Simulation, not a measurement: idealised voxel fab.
Documented hereafter: the process module known as voxel wiring stack.
cross-section cut | 245 nm wide | cells 5 nm
Just so we're on the same page, the cross-sections are grids of square cells, and they're listed out in bands top to bottom, each band one or more rows deep. Band entry format. Leading values: height of top, height of bottom, nm. Remainder: materials in left-to-right order, each with its width in nm. Special words: "all across" on a single material, which then fills the band edge to edge; "empty", empty space. Measure heights from 0. That's the level where, below it, the as-received wafer is all one material. The lowest band is bottomless and extends downward; write it as in "0 and below". Graded width ("30 to 40"): value in top row of band = first number; value in bottom row = second number; row-to-row change constant. For the purposes of this document, the phrase "nothing altered" attached to a step denotes that no cell within the cross-section was modified by that step. Enclosed voids (no open way to top), threshold 8 cells or more, entry "Trapped void list", notation width x height at distance, distance from left edge, nm. Note: text after step settings on the step line = simulator remark on that step. A step line may carry the setting "overlay nm", which, for steps involving a mask, states the distance by which the mask lay to the right of its intended position; negative values denote displacement to the left.

**So here's the lineup of process steps we planned**
1) RECEIVE with material Si
2) CONFORMAL_DEP with material SiO2, thk nm 15
3) DIRECTIONAL_DEP with material TiN, thk nm 5
4) DIRECTIONAL_DEP with material W, thk nm 25
5) MASKED_ETCH with tone cover, mask id METAL_1, width nm 15, pitch nm 50, etch materials W, depth nm 25, overlay nm 0
6) MASKED_ETCH with tone cover, mask id METAL_1, width nm 25, pitch nm 50, etch materials TiN, depth nm 5, overlay nm 0
7) CONFORMAL_DEP with material SiN, thk nm 5
8) FILL_DEP with material SiO2, thk nm 5
9) CMP with height nm 45
10) CONFORMAL_DEP with material SiCN, thk nm 5
11) DIRECTIONAL_DEP with material lowk, thk nm 15
12) DIRECTIONAL_DEP with material aC, thk nm 15
13) PATTERN with tone open, mask id PLUG_1, material resist, width nm 15, thk nm 35, overlay nm 0
14) DIRECTIONAL_ETCH with etch materials aC, depth nm 15
15) STRIP with etch materials resist
16) DIRECTIONAL_ETCH with etch materials lowk, depth nm 15
17) DIRECTIONAL_ETCH with etch materials SiCN, depth nm 5
18) STRIP with etch materials aC
19) EPI with material Ru, thk nm 10
20) EPI with material Ru, thk nm 10
21) DIRECTIONAL_DEP with material TiN, thk nm 5
22) DIRECTIONAL_DEP with material W, thk nm 20
23) PATTERN with tone cover, mask id METAL_2, material resist, width nm 25, pitch nm 50, thk nm 15, overlay nm 0
24) DIRECTIONAL_ETCH with etch materials W, depth nm 20
25) DIRECTIONAL_ETCH with etch materials TiN, depth nm 5
26) STRIP with etch materials resist
27) CONFORMAL_DEP with material SiCN, thk nm 5
28) FILL_DEP with material SiO2, thk nm 5
29) CMP with height nm 90
30) CONFORMAL_DEP with material SiCN, thk nm 5
31) DIRECTIONAL_DEP with material lowk, thk nm 30
32) MASKED_ETCH with tone open, mask id METAL_3, width nm 25, pitch nm 50, etch materials lowk, depth nm 15, overlay nm 0
33) PATTERN with tone open, mask id METAL_3_HOLES, material resist, width nm 15, thk nm 15, overlay nm 0
34) DIRECTIONAL_ETCH with etch materials lowk, depth nm 15
35) DIRECTIONAL_ETCH with etch materials SiCN, depth nm 5
36) STRIP with etch materials resist
37) CONFORMAL_DEP with material TiN, thk nm 5
38) FILL_DEP with material Cu, thk nm 10
39) CMP with height nm 125
40) CONFORMAL_DEP with material SiCN, thk nm 5
Variable across wafers: step 5 width nm (plan value is that of the first wafer; starting state common to all).

**Incoming state of the first of several wafers in cross-section: after step 1**
0 and below = Si all across
Trapped void list: none

**Cross-section of the first of several wafers, taken after step 40, where the module ends**
130 down to 125 = SiCN all across
125 down to 115 = 85 of lowk; 5 of TiN; 15 of Cu; 5 of TiN; 25 of lowk; 5 of TiN; 15 of Cu; 5 of TiN; 85 of lowk
115 down to 110 = 85 of lowk; 5 of TiN; 5 of Cu; 15 of TiN; 25 of lowk; 25 of TiN; 85 of lowk
110 down to 95 = 85 of lowk; 5 of TiN; 5 of Cu; 5 of TiN; 145 of lowk
95 down to 90 = 85 of SiCN; 15 of TiN; 145 of SiCN
90 down to 70 = 80 of SiO2; 5 of SiCN; 25 of W; 5 of SiCN; 15 of SiO2; 5 of SiCN; 25 of W; 5 of SiCN; 80 of SiO2
70 down to 65 = 85 of SiCN; 25 of TiN; 25 of SiCN; 25 of TiN; 85 of SiCN
65 down to 50 = 85 of lowk; 15 of Ru; 145 of lowk
50 down to 45 = 85 of SiCN; 15 of Ru; 145 of SiCN
45 down to 25 = 85 of SiO2; 5 of SiN; 15 of W; 5 of SiN; 25 of SiO2; 5 of SiN; 15 of W; 5 of SiN; 85 of SiO2
25 down to 20 = 80 of SiO2; 10 of SiN; 15 of W; 10 of SiN; 15 of SiO2; 10 of SiN; 15 of W; 10 of SiN; 80 of SiO2
20 down to 15 = 85 of SiN; 25 of TiN; 25 of SiN; 25 of TiN; 85 of SiN
15 down to 0 = SiO2 all across
0 and below = Si all across
Trapped void list: none

**Cross-sectional view, end of module, last wafer of several**
130 down to 125 = SiCN all across
125 down to 115 = 85 of lowk; 5 of TiN; 15 of Cu; 5 of TiN; 25 of lowk; 5 of TiN; 15 of Cu; 5 of TiN; 85 of lowk
115 down to 110 = 85 of lowk; 5 of TiN; 5 of Cu; 15 of TiN; 25 of lowk; 25 of TiN; 85 of lowk
110 down to 95 = 85 of lowk; 5 of TiN; 5 of Cu; 5 of TiN; 145 of lowk
95 down to 90 = 85 of SiCN; 15 of TiN; 145 of SiCN
90 down to 70 = 80 of SiO2; 5 of SiCN; 25 of W; 5 of SiCN; 15 of SiO2; 5 of SiCN; 25 of W; 5 of SiCN; 80 of SiO2
70 down to 65 = 85 of SiCN; 25 of TiN; 25 of SiCN; 25 of TiN; 85 of SiCN
65 down to 50 = 85 of lowk; 15 of Ru; 145 of lowk
50 down to 45 = 85 of SiCN; 15 of Ru; 145 of SiCN
45 down to 20 = 75 of SiO2; 5 of SiN; 35 of W; 5 of SiN; 5 of SiO2; 5 of SiN; 35 of W; 5 of SiN; 75 of SiO2
20 down to 15 = 80 of SiN; 35 of TiN; 15 of SiN; 35 of TiN; 80 of SiN
15 down to 0 = SiO2 all across
0 and below = Si all across
Trapped void list: none

**Gained (+) or lost (-) cells of each material since receipt, then closed voids: one row per wafer, at the end of the module**
width nm 15; +16 Cu; +12 Ru; +196 SiCN; +63 SiN; +478 SiO2; +46 TiN; +70 W; +393 lowk; Trapped void list: none
width nm 20; +16 Cu; +12 Ru; +196 SiCN; +61 SiN; +470 SiO2; +46 TiN; +80 W; +393 lowk; Trapped void list: none
width nm 25; +16 Cu; +12 Ru; +196 SiCN; +59 SiN; +462 SiO2; +46 TiN; +90 W; +393 lowk; Trapped void list: none
width nm 30; +16 Cu; +12 Ru; +196 SiCN; +57 SiN; +452 SiO2; +48 TiN; +100 W; +393 lowk; Trapped void list: none
width nm 35; +16 Cu; +12 Ru; +196 SiCN; +55 SiN; +442 SiO2; +50 TiN; +110 W; +393 lowk; Trapped void list: none
